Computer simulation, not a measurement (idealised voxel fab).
process module | voxel air gaps
cross-section cut | 250 nm wide | cells 5 nm
A cross-section is a grid of square cells, given in bands from the top down. A band is one or more rows of cells.
Each band's line starts with the height of the band's top and of its bottom, in nm. Then come its materials from left to right, each with its width in nm. One material with "throughout" fills the band from edge to edge. "air" is empty space.
Height 0 is the level under which the wafer as received is all one material. The lowest band goes on downwards, as in "0 down".
A width such as "30 to 40" changes by the same amount from each row of cells to the next, from the band's top row to its bottom row.
"no change" after a step means that no cell of the cross-section changed.
closed voids: empty space of 8 cells or more with no open way to the top, each as width x height at its distance from the left edge, in nm
after a step's settings: what the simulator itself notes on the step
overlay nm, on a step with a mask: how far to the right of its planned place the mask lay; to the left if negative
plan
1 op RECEIVE | material Si
2 op CONFORMAL_DEP | material SiO2 | thk nm 10
3 op CONFORMAL_DEP | material SiN | thk nm 5
4 op DIRECTIONAL_DEP | material SiO2 | thk nm 35
5 op DIRECTIONAL_DEP | material aC | thk nm 10
6 op PATTERN | tone open | mask id LINES | material resist | width nm 15 | pitch nm 45 | thk nm 25 | overlay nm 0
7 op DIRECTIONAL_ETCH | etch materials aC | depth nm 10
8 op STRIP | etch materials resist
9 op DIRECTIONAL_ETCH | etch materials SiO2 | depth nm 35
10 op STRIP | etch materials aC
11 op CONFORMAL_DEP | material TiN | thk nm 5
12 op FILL_DEP | material W | thk nm 5
13 op CMP | height nm 50
14 op EPI | material Ru | thk nm 10
15 op SELECTIVE_ETCH | etch materials SiO2 | depth nm 45
16 op CONFORMAL_DEP | material SiN | thk nm 5
as received, after step 1
  0 down: Si throughout
  closed voids: none
a wafer at the end: this start, this plan, one mistake
  65 to 60: SiN throughout
  60 to 50: Ru throughout
  50 to 45: TiN 75 | W 5 | TiN 40 | W 5 | TiN 40 | W 5 | TiN 80
  45 to 15: SiO2 70 | TiN 5 | W 5 | TiN 5 | SiO2 30 | TiN 5 | W 5 | TiN 5 | SiO2 30 | TiN 5 | W 5 | TiN 5 | SiO2 75
  15 to 10: SiO2 70 | TiN 15 | SiO2 30 | TiN 15 | SiO2 30 | TiN 15 | SiO2 75
  10 to 5: SiN throughout
  5 to 0: SiO2 throughout
  0 down: Si throughout
  closed voids: none
what went wrong: step 2 ran as: op CONFORMAL_DEP | material SiO2 | thk nm 5
